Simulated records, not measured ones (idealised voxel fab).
This section sets out a process module, namely voxel tone inversion.
Xsec cut, 300 nm wide, square cell size 5 nm.
How to read a cross-section here: the picture is a grid of square cells, written as bands going from the top down, and any band can span one or more rows of cells.
Heights first: top, then bottom, in nm. Then materials, left to right, each with a width in nm. "throughout" on a single material: fills the band edge to edge. "air": empty space.
Ref level 0: as-received wafer is one material below here. Bottom band extends down with no lower bound ("from 0 down").
With a width like "30..40", each row of cells in the band differs from the next by the same amount, the top row carrying the first number and the bottom row the second.
The designation "remained the same", where it is given for a processing step, indicates that no cell of the cross-section was altered in the course of that step.
Closed void list: empty space of 8 cells or more with no open way to the top, each as width x height at its distance from the left edge, in nm
That trailing text on a step's line, after the settings, is the simulator's own remark on the step.
overlay nm: where the mask lay relative to plan, measured to the right, on steps with a mask; negatives go left.

[So here's the lineup of process steps we planned]
1. op RECEIVE | material Si
2. op CONFORMAL_DEP | material SiCN | thk nm 10
3. op DIRECTIONAL_DEP | material polySi | thk nm 15
4. op PATTERN | tone cover | mask id POSTS | material resist | width nm 20 | pitch nm 35 | thk nm 20 | overlay nm 0
5. op DIRECTIONAL_ETCH | etch materials polySi | depth nm 15
6. op STRIP | etch materials resist
7. op FILL_DEP | material lowk | thk nm 5
8. op CMP | height nm 25
9. op STRIP | etch materials polySi

[Wafer cross-section on receipt, i.e. after step 1]
	from 0 down | Si throughout
	Closed void list: none

[Looking at the first of two wafers in cross-section at end of module - ran to plan]
	from 25 to 10 | lowk: 85 | air: 20 | lowk: 15 | air: 20 | lowk: 15 | air: 20 | lowk: 15 | air: 20 | lowk: 90
	from 10 to 0 | SiCN throughout
	from 0 down | Si throughout
	Closed void list: none

[This is the second of the two wafers, cross-sectioned at the end of the module; it started exactly like the first and was given the same plan, but it was run with one mistake]
	from 25 to 10 | air: 85 | lowk: 20 | air: 15 | lowk: 20 | air: 15 | lowk: 20 | air: 15 | lowk: 20 | air: 90
	from 10 to 0 | SiCN throughout
	from 0 down | Si throughout
	Closed void list: none
Which mistake was made when the wafer was run? step 4 was processed under conditions differing from the plan, specifically as op PATTERN | tone open | mask id POSTS | material resist | width nm 20 | pitch nm 35 | thk nm 20 | overlay nm 0
Count the cells at the end and the second wafer has more or fewer of some materials than the first: lowk -84
